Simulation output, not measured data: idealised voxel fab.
This section sets out a process module, namely voxel wiring stack.
In the cross-section labelled cut, the width is 175 nm and each square cell is 5 nm.
Each cross-section below is a grid of square cells, stated as bands in top-down order, with one or more rows of cells making up each band.
A band entry consists of two parts. The first gives the height of the band's top and the height of its bottom, in nm. The rest lists the band's materials from left to right, each with its width in nm. A single material labelled with the word "all across" fills the band from edge to edge, and the word "empty" marks empty space.
We count height from 0. Below that, the starting wafer is all one material. The lowest band never ends at the bottom but goes on down; see "0 -> down" for how that is written.
The notation "30->40" denotes a width that varies across the rows of cells in the band, beginning at the first number in the top row, finishing at the second number in the bottom row, and changing by an identical amount from each row to the next.
What does "all unchanged" mean for a step? It means no cell of the cross-section changed in that step.
If an empty space has no open way to the top and is at least 8 cells in size, "Closed internal voids" lists it, written width x height at distance, where distance is measured from the left edge and every value is in nm.
The remark found on a step's line after its settings is issued by the simulator itself and pertains to that step.
overlay nm, on a step with a mask: how far to the right of its planned place the mask lay; to the left if negative

Process steps foreseen in the plan:
1 RECEIVE with material Si
2 CONFORMAL_DEP with material SiO2, thk nm 10
3 CONFORMAL_DEP with material SiCN, thk nm 5
4 DIRECTIONAL_DEP with material SiO2, thk nm 25
5 DIRECTIONAL_DEP with material aC, thk nm 15
6 PATTERN with tone open, mask id METAL_1, material resist, width nm 25, pitch nm 40, thk nm 30, overlay nm 0
7 DIRECTIONAL_ETCH with etch materials aC, depth nm 15
8 STRIP with etch materials resist
9 DIRECTIONAL_ETCH with etch materials SiO2, depth nm 25
10 DIRECTIONAL_ETCH with etch materials SiCN, depth nm 5
11 STRIP with etch materials aC
12 CONFORMAL_DEP with material TiN, thk nm 5
13 FILL_DEP with material Ru, thk nm 5
14 CMP with height nm 40
15 EPI with material Ru, thk nm 5
16 FILL_DEP with material SiCN, thk nm 5
17 DIRECTIONAL_DEP with material SiO2, thk nm 25
18 MASKED_ETCH with tone open, mask id METAL_2, width nm 25, pitch nm 40, etch materials SiO2, depth nm 15, overlay nm 0
19 PATTERN with tone open, mask id METAL_2_HOLES, material resist, width nm 15, pitch nm 40, thk nm 15, overlay nm 0
20 DIRECTIONAL_ETCH with etch materials SiO2, depth nm 10
21 DIRECTIONAL_ETCH with etch materials SiCN, depth nm 5
22 STRIP with etch materials resist
23 CONFORMAL_DEP with material TiN, thk nm 5
24 FILL_DEP with material Cu, thk nm 5
25 CMP with height nm 75
26 CONFORMAL_DEP with material SiCN, thk nm 5

Here's what the wafer looked like in cross-section when it arrived - that's after step 1:
* 0 -> down  Si all across
* Closed internal voids: none

Wafer at module end, in section. Began as above, planned as above, run with one mistake:
* 80 -> 75  SiCN all across
* 75 -> 70  SiCN: 35, then TiN: 15, then SiCN: 25, then TiN: 15, then SiCN: 25, then TiN: 15, then SiCN: 45
* 70 -> 65  SiCN: 30, then SiO2: 35, then SiCN: 5, then SiO2: 35, then SiCN: 5, then SiO2: 35, then SiCN: 30
* 65 -> 45  SiO2 all across
* 45 -> 40  SiO2: 30, then Ru: 35, then SiO2: 5, then Ru: 35, then SiO2: 5, then Ru: 35, then SiO2: 30
* 40 -> 15  SiO2: 35, then TiN: 5, then Ru: 15, then TiN: 5, then SiO2: 15, then TiN: 5, then Ru: 15, then TiN: 5, then SiO2: 15, then TiN: 5, then Ru: 15, then TiN: 5, then SiO2: 35
* 15 -> 10  SiCN: 35, then TiN: 25, then SiCN: 15, then TiN: 25, then SiCN: 15, then TiN: 25, then SiCN: 35
* 10 -> 0  SiO2 all across
* 0 -> down  Si all across
* Closed internal voids: none
Error vs. plan: steps 16 and 17 were swapped
